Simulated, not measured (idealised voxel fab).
process module | voxel gate over fins
cross-section cut | 265 nm wide | cells 5 nm
A cross-section is a grid of square cells, given in bands from the top down. A band is one or more rows of cells.
Each band's line starts with the height of the band's top and of its bottom, in nm. Then come its materials from left to right, each with its width in nm. One material with "throughout" fills the band from edge to edge. "air" is empty space.
Height 0 is the level under which the wafer as received is all one material. The lowest band goes on downwards, as in "0 down".
A width such as "30 to 40" changes by the same amount from each row of cells to the next, from the band's top row to its bottom row.
"no change" after a step means that no cell of the cross-section changed.
closed voids: empty space of 8 cells or more with no open way to the top, each as width x height at its distance from the left edge, in nm
after a step's settings: what the simulator itself notes on the step
overlay nm, on a step with a mask: how far to the right of its planned place the mask lay; to the left if negative
plan
1 op RECEIVE | material Si
2 op CONFORMAL_DEP | material SiN | thk nm 10
3 op MASKED_ETCH | tone cover | mask id FINS | width nm 15 | pitch nm 45 | etch materials SiN | depth nm 10 | overlay nm 0
4 op MASKED_ETCH | tone cover | mask id FINS | width nm 15 | pitch nm 45 | etch materials Si | depth nm 30 | overlay nm 0
5 op OXIDIZE | depth nm 5
6 op FILL_DEP | material SiO2 | thk nm 5
7 op CMP | height nm 10
8 op SELECTIVE_ETCH | etch materials SiO2 | depth nm 25
9 op STRIP | etch materials SiN
10 op CONFORMAL_DEP | material HfO2 | thk nm 5
11 op CONFORMAL_DEP | material TiN | thk nm 5
12 op CONFORMAL_DEP | material TiAl | thk nm 5
13 op CONFORMAL_DEP | material TiN | thk nm 5
14 op FILL_DEP | material W | thk nm 10
15 op CMP | height nm 25
16 op CONFORMAL_DEP | material SiCN | thk nm 10
first wafer, as planned
as received, after step 1
  0 down: Si throughout
  closed voids: none
after step 2
  10 to 0: SiN throughout
  below 0: unchanged
after step 3
  10 to 0: air 55 | SiN 15 | air 30 | SiN 15 | air 30 | SiN 15 | air 30 | SiN 15 | air 60
  below 0: unchanged
after step 4
  10 to 0: air 55 | SiN 15 | air 30 | SiN 15 | air 30 | SiN 15 | air 30 | SiN 15 | air 60
  0 to -30: air 55 | Si 15 | air 30 | Si 15 | air 30 | Si 15 | air 30 | Si 15 | air 60
  below -30: unchanged
after step 5
  10 to 0: air 55 | SiN 15 | air 30 | SiN 15 | air 30 | SiN 15 | air 30 | SiN 15 | air 60
  0 to -30: air 55 | SiO2 5 | Si 5 | SiO2 5 | air 30 | SiO2 5 | Si 5 | SiO2 5 | air 30 | SiO2 5 | Si 5 | SiO2 5 | air 30 | SiO2 5 | Si 5 | SiO2 5 | air 60
  -30 to -35: SiO2 60 | Si 5 | SiO2 40 | Si 5 | SiO2 40 | Si 5 | SiO2 40 | Si 5 | SiO2 65
  below -35: unchanged
after step 6
  15 to 10: SiO2 throughout
  10 to 0: SiO2 55 | SiN 15 | SiO2 30 | SiN 15 | SiO2 30 | SiN 15 | SiO2 30 | SiN 15 | SiO2 60
  0 to -35: SiO2 60 | Si 5 | SiO2 40 | Si 5 | SiO2 40 | Si 5 | SiO2 40 | Si 5 | SiO2 65
  below -35: unchanged
after step 7
  10 to 0: SiO2 55 | SiN 15 | SiO2 30 | SiN 15 | SiO2 30 | SiN 15 | SiO2 30 | SiN 15 | SiO2 60
  below 0: unchanged
after step 8
  10 to 0: air 55 | SiN 15 | air 30 | SiN 15 | air 30 | SiN 15 | air 30 | SiN 15 | air 60
  0 to -15: air 60 | Si 5 | air 40 | Si 5 | air 40 | Si 5 | air 40 | Si 5 | air 65
  below -15: unchanged
after step 9
  0 to -15: air 60 | Si 5 | air 40 | Si 5 | air 40 | Si 5 | air 40 | Si 5 | air 65
  below -15: unchanged
after step 10
  5 to 0: air 55 | HfO2 15 | air 30 | HfO2 15 | air 30 | HfO2 15 | air 30 | HfO2 15 | air 60
  0 to -10: air 55 | HfO2 5 | Si 5 | HfO2 5 | air 30 | HfO2 5 | Si 5 | HfO2 5 | air 30 | HfO2 5 | Si 5 | HfO2 5 | air 30 | HfO2 5 | Si 5 | HfO2 5 | air 60
  -10 to -15: HfO2 60 | Si 5 | HfO2 40 | Si 5 | HfO2 40 | Si 5 | HfO2 40 | Si 5 | HfO2 65
  below -15: unchanged
after step 11
  10 to 5: air 50 | TiN 25 | air 20 | TiN 25 | air 20 | TiN 25 | air 20 | TiN 25 | air 55
  5 to 0: air 50 | TiN 5 | HfO2 15 | TiN 5 | air 20 | TiN 5 | HfO2 15 | TiN 5 | air 20 | TiN 5 | HfO2 15 | TiN 5 | air 20 | TiN 5 | HfO2 15 | TiN 5 | air 55
  0 to -5: air 50 | TiN 5 | HfO2 5 | Si 5 | HfO2 5 | TiN 5 | air 20 | TiN 5 | HfO2 5 | Si 5 | HfO2 5 | TiN 5 | air 20 | TiN 5 | HfO2 5 | Si 5 | HfO2 5 | TiN 5 | air 20 | TiN 5 | HfO2 5 | Si 5 | HfO2 5 | TiN 5 | air 55
  -5 to -10: TiN 55 | HfO2 5 | Si 5 | HfO2 5 | TiN 30 | HfO2 5 | Si 5 | HfO2 5 | TiN 30 | HfO2 5 | Si 5 | HfO2 5 | TiN 30 | HfO2 5 | Si 5 | HfO2 5 | TiN 60
  below -10: unchanged
after step 12
  15 to 10: air 45 | TiAl 35 | air 10 | TiAl 35 | air 10 | TiAl 35 | air 10 | TiAl 35 | air 50
  10 to 5: air 45 | TiAl 5 | TiN 25 | TiAl 5 | air 10 | TiAl 5 | TiN 25 | TiAl 5 | air 10 | TiAl 5 | TiN 25 | TiAl 5 | air 10 | TiAl 5 | TiN 25 | TiAl 5 | air 50
  5 to 0: air 45 | TiAl 5 | TiN 5 | HfO2 15 | TiN 5 | TiAl 5 | air 10 | TiAl 5 | TiN 5 | HfO2 15 | TiN 5 | TiAl 5 | air 10 | TiAl 5 | TiN 5 | HfO2 15 | TiN 5 | TiAl 5 | air 10 | TiAl 5 | TiN 5 | HfO2 15 | TiN 5 | TiAl 5 | air 50
  0 to -5: TiAl 50 | TiN 5 | HfO2 5 | Si 5 | HfO2 5 | TiN 5 | TiAl 20 | TiN 5 | HfO2 5 | Si 5 | HfO2 5 | TiN 5 | TiAl 20 | TiN 5 | HfO2 5 | Si 5 | HfO2 5 | TiN 5 | TiAl 20 | TiN 5 | HfO2 5 | Si 5 | HfO2 5 | TiN 5 | TiAl 55
  below -5: unchanged
after step 13
  20 to 15: air 40 | TiN 180 | air 45
  15 to 10: air 40 | TiN 5 | TiAl 35 | TiN 10 | TiAl 35 | TiN 10 | TiAl 35 | TiN 10 | TiAl 35 | TiN 5 | air 45
  10 to 5: air 40 | TiN 5 | TiAl 5 | TiN 25 | TiAl 5 | TiN 10 | TiAl 5 | TiN 25 | TiAl 5 | TiN 10 | TiAl 5 | TiN 25 | TiAl 5 | TiN 10 | TiAl 5 | TiN 25 | TiAl 5 | TiN 5 | air 45
  5 to 0: TiN 45 | TiAl 5 | TiN 5 | HfO2 15 | TiN 5 | TiAl 5 | TiN 10 | TiAl 5 | TiN 5 | HfO2 15 | TiN 5 | TiAl 5 | TiN 10 | TiAl 5 | TiN 5 | HfO2 15 | TiN 5 | TiAl 5 | TiN 10 | TiAl 5 | TiN 5 | HfO2 15 | TiN 5 | TiAl 5 | TiN 50
  below 0: unchanged
after step 14
  30 to 20: W throughout
  20 to 15: W 40 | TiN 180 | W 45
  15 to 10: W 40 | TiN 5 | TiAl 35 | TiN 10 | TiAl 35 | TiN 10 | TiAl 35 | TiN 10 | TiAl 35 | TiN 5 | W 45
  10 to 5: W 40 | TiN 5 | TiAl 5 | TiN 25 | TiAl 5 | TiN 10 | TiAl 5 | TiN 25 | TiAl 5 | TiN 10 | TiAl 5 | TiN 25 | TiAl 5 | TiN 10 | TiAl 5 | TiN 25 | TiAl 5 | TiN 5 | W 45
  below 5: unchanged
after step 15
  25 to 20: W throughout
  below 20: unchanged
after step 16
  35 to 25: SiCN throughout
  below 25: unchanged
second wafer: like start, like plan, one mistake. Through step 9 it matches the first wafer
when step 10 should have ended: no change
when step 11 should have ended
  5 to 0: air 55 | TiN 15 | air 30 | TiN 15 | air 30 | TiN 15 | air 30 | TiN 15 | air 60
  0 to -10: air 55 | TiN 5 | Si 5 | TiN 5 | air 30 | TiN 5 | Si 5 | TiN 5 | air 30 | TiN 5 | Si 5 | TiN 5 | air 30 | TiN 5 | Si 5 | TiN 5 | air 60
  -10 to -15: TiN 60 | Si 5 | TiN 40 | Si 5 | TiN 40 | Si 5 | TiN 40 | Si 5 | TiN 65
  below -15: unchanged
when step 12 should have ended
  10 to 5: air 50 | TiAl 25 | air 20 | TiAl 25 | air 20 | TiAl 25 | air 20 | TiAl 25 | air 55
  5 to 0: air 50 | TiAl 5 | TiN 15 | TiAl 5 | air 20 | TiAl 5 | TiN 15 | TiAl 5 | air 20 | TiAl 5 | TiN 15 | TiAl 5 | air 20 | TiAl 5 | TiN 15 | TiAl 5 | air 55
  0 to -5: air 50 | TiAl 5 | TiN 5 | Si 5 | TiN 5 | TiAl 5 | air 20 | TiAl 5 | TiN 5 | Si 5 | TiN 5 | TiAl 5 | air 20 | TiAl 5 | TiN 5 | Si 5 | TiN 5 | TiAl 5 | air 20 | TiAl 5 | TiN 5 | Si 5 | TiN 5 | TiAl 5 | air 55
  -5 to -10: TiAl 55 | TiN 5 | Si 5 | TiN 5 | TiAl 30 | TiN 5 | Si 5 | TiN 5 | TiAl 30 | TiN 5 | Si 5 | TiN 5 | TiAl 30 | TiN 5 | Si 5 | TiN 5 | TiAl 60
  below -10: unchanged
when step 13 should have ended
  15 to 10: air 45 | TiN 35 | air 10 | TiN 35 | air 10 | TiN 35 | air 10 | TiN 35 | air 50
  10 to 5: air 45 | TiN 5 | TiAl 25 | TiN 5 | air 10 | TiN 5 | TiAl 25 | TiN 5 | air 10 | TiN 5 | TiAl 25 | TiN 5 | air 10 | TiN 5 | TiAl 25 | TiN 5 | air 50
  5 to 0: air 45 | TiN 5 | TiAl 5 | TiN 15 | TiAl 5 | TiN 5 | air 10 | TiN 5 | TiAl 5 | TiN 15 | TiAl 5 | TiN 5 | air 10 | TiN 5 | TiAl 5 | TiN 15 | TiAl 5 | TiN 5 | air 10 | TiN 5 | TiAl 5 | TiN 15 | TiAl 5 | TiN 5 | air 50
  0 to -5: TiN 50 | TiAl 5 | TiN 5 | Si 5 | TiN 5 | TiAl 5 | TiN 20 | TiAl 5 | TiN 5 | Si 5 | TiN 5 | TiAl 5 | TiN 20 | TiAl 5 | TiN 5 | Si 5 | TiN 5 | TiAl 5 | TiN 20 | TiAl 5 | TiN 5 | Si 5 | TiN 5 | TiAl 5 | TiN 55
  below -5: unchanged
when step 14 should have ended
  25 to 15: W throughout
  15 to 10: W 45 | TiN 35 | W 10 | TiN 35 | W 10 | TiN 35 | W 10 | TiN 35 | W 50
  10 to 5: W 45 | TiN 5 | TiAl 25 | TiN 5 | W 10 | TiN 5 | TiAl 25 | TiN 5 | W 10 | TiN 5 | TiAl 25 | TiN 5 | W 10 | TiN 5 | TiAl 25 | TiN 5 | W 50
  5 to 0: W 45 | TiN 5 | TiAl 5 | TiN 15 | TiAl 5 | TiN 5 | W 10 | TiN 5 | TiAl 5 | TiN 15 | TiAl 5 | TiN 5 | W 10 | TiN 5 | TiAl 5 | TiN 15 | TiAl 5 | TiN 5 | W 10 | TiN 5 | TiAl 5 | TiN 15 | TiAl 5 | TiN 5 | W 50
  below 0: unchanged
when step 15 should have ended: no change
when step 16 should have ended
  35 to 25: SiCN throughout
  below 25: unchanged
what went wrong: step 10 was left out
at the end the second wafer has, in cells: 77 fewer of HfO2 | 77 more of W
